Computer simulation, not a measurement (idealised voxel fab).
process module | voxel tone inversion
cross-section cut | 220 nm wide | cells 5 nm
A cross-section is a grid of square cells, given in bands from the top down. A band is one or more rows of cells.
Each band's line starts with the height of the band's top and of its bottom, in nm. Then come its materials from left to right, each with its width in nm. One material with "throughout" fills the band from edge to edge. "air" is empty space.
Height 0 is the level under which the wafer as received is all one material. The lowest band goes on downwards, as in "0 down".
A width such as "30 to 40" changes by the same amount from each row of cells to the next, from the band's top row to its bottom row.
"no change" after a step means that no cell of the cross-section changed.
closed voids: empty space of 8 cells or more with no open way to the top, each as width x height at its distance from the left edge, in nm
after a step's settings: what the simulator itself notes on the step
overlay nm, on a step with a mask: how far to the right of its planned place the mask lay; to the left if negative
plan
1 op RECEIVE | material Si
2 op CONFORMAL_DEP | material SiN | thk nm 5
3 op DIRECTIONAL_DEP | material aC | thk nm 20
4 op PATTERN | tone cover | mask id POSTS | material resist | width nm 20 | pitch nm 40 | thk nm 30 | overlay nm 0
5 op DIRECTIONAL_ETCH | etch materials aC | depth nm 20
6 op STRIP | etch materials resist
7 op FILL_DEP | material lowk | thk nm 5
8 op CMP | height nm 25
9 op STRIP | etch materials aC
10 op CONFORMAL_DEP | material TiN | thk nm 5
11 op FILL_DEP | material Cu | thk nm 10
12 op CMP | height nm 25
13 op CONFORMAL_DEP | material SiCN | thk nm 5
as received, after step 1
  0 down: Si throughout
  closed voids: none
a wafer at the end: this start, this plan, one mistake
  30 to 25: SiCN throughout
  25 to 10: lowk 85 | TiN 5 | Cu 5 | TiN 5 | lowk 25 | TiN 5 | Cu 5 | TiN 5 | lowk 80
  10 to 5: lowk 85 | TiN 15 | lowk 25 | TiN 15 | lowk 80
  5 to 0: SiN throughout
  0 down: Si throughout
  closed voids: none
what went wrong: step 4 ran as: op PATTERN | tone cover | mask id POSTS | material resist | width nm 15 | pitch nm 40 | thk nm 30 | overlay nm 0
